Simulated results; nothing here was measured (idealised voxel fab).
A process module follows: voxel gate over fins.
Pictured: cross-section cut, 140 nm wide, on a grid of 5 nm square cells.
Cross-section = grid of square cells, listed top down in bands; band = one or more rows. Look at the band entry: it leads with the top's height and the bottom's height in nm. Then it lists the materials left to right, with a width in nm for each. The word "all across" on a single material says that material fills the band edge to edge. The word "blank" is empty space. Heights are measured from 0, the level below which the as-received wafer is all one material; the lowest band has no bottom and continues downward, written as in "z 0 and below". Think of "30 to 40" as a width that walks from the first number to the second as you go down the band, top row to bottom row, taking equal-sized steps from row to row. "nothing altered" (step): cross-section cells unchanged, all of them. In "Enclosed voids" the enclosed voids are listed, meaning empty spaces of 8 cells or larger without any opening to the top. The form is width x height at distance, distance from the left edge, units nm. It should be noted that, on the line of a given step, the content following the step's settings is a remark produced by the simulator itself with respect to that step. "overlay nm" on a masked step: distance the mask lay right of its planned place, negative for left.

**Here's what the planned process steps look like**
1 RECEIVE (material Si)
2 CONFORMAL_DEP (material SiN; thk nm 5)
3 PATTERN (tone cover; mask id FINS; material resist; width nm 15; pitch nm 45; thk nm 15; overlay nm 0)
4 DIRECTIONAL_ETCH (etch materials SiN; depth nm 5)
5 DIRECTIONAL_ETCH (etch materials Si; depth nm 30)
6 STRIP (etch materials resist)
7 OXIDIZE (depth nm 5)
8 FILL_DEP (material SiO2; thk nm 15)
9 CMP (height nm 5)
10 SELECTIVE_ETCH (etch materials SiO2; depth nm 20)
11 STRIP (etch materials SiN)
12 CONFORMAL_DEP (material HfO2; thk nm 5)
13 CONFORMAL_DEP (material TiN; thk nm 5)
14 CONFORMAL_DEP (material TiAl; thk nm 5)
15 CONFORMAL_DEP (material TiN; thk nm 5)
16 FILL_DEP (material W; thk nm 15)
17 CMP (height nm 30)
18 CONFORMAL_DEP (material SiN; thk nm 5)

**Cross-section, incoming material, after step 1**
- z 0 and below  Si all across
- Enclosed voids: none

**Wafer at module end, in section. Began as above, planned as above, run with one mistake**
- z 35 to 30  SiN all across
- z 30 to 20  W all across
- z 20 to 15  TiN all across
- z 15 to 10  TiAl all across
- z 10 to 5  TiN=45, then TiAl=5, then TiN=40, then TiAl=5, then TiN=45
- z 5 to 0  HfO2=40, then TiN=5, then TiAl=5, then TiN=5, then HfO2=30, then TiN=5, then TiAl=5, then TiN=5, then HfO2=40
- z 0 to -5  Si=35, then HfO2=5, then TiN=5, then TiAl=5, then TiN=5, then HfO2=5, then Si=20, then HfO2=5, then TiN=5, then TiAl=5, then TiN=5, then HfO2=5, then Si=35
- z -5 to -10  Si=35, then HfO2=5, then TiN=15, then HfO2=5, then Si=20, then HfO2=5, then TiN=15, then HfO2=5, then Si=35
- z -10 to -15  Si=35, then HfO2=25, then Si=20, then HfO2=25, then Si=35
- z -15 to -35  Si=35, then SiO2=25, then Si=20, then SiO2=25, then Si=35
- z -35 and below  Si all across
- Enclosed voids: none
Here's what went sideways: the process deviated at step 3: the operation and settings actually run there were PATTERN (tone open; mask id FINS; material resist; width nm 15; pitch nm 45; thk nm 15; overlay nm 0)
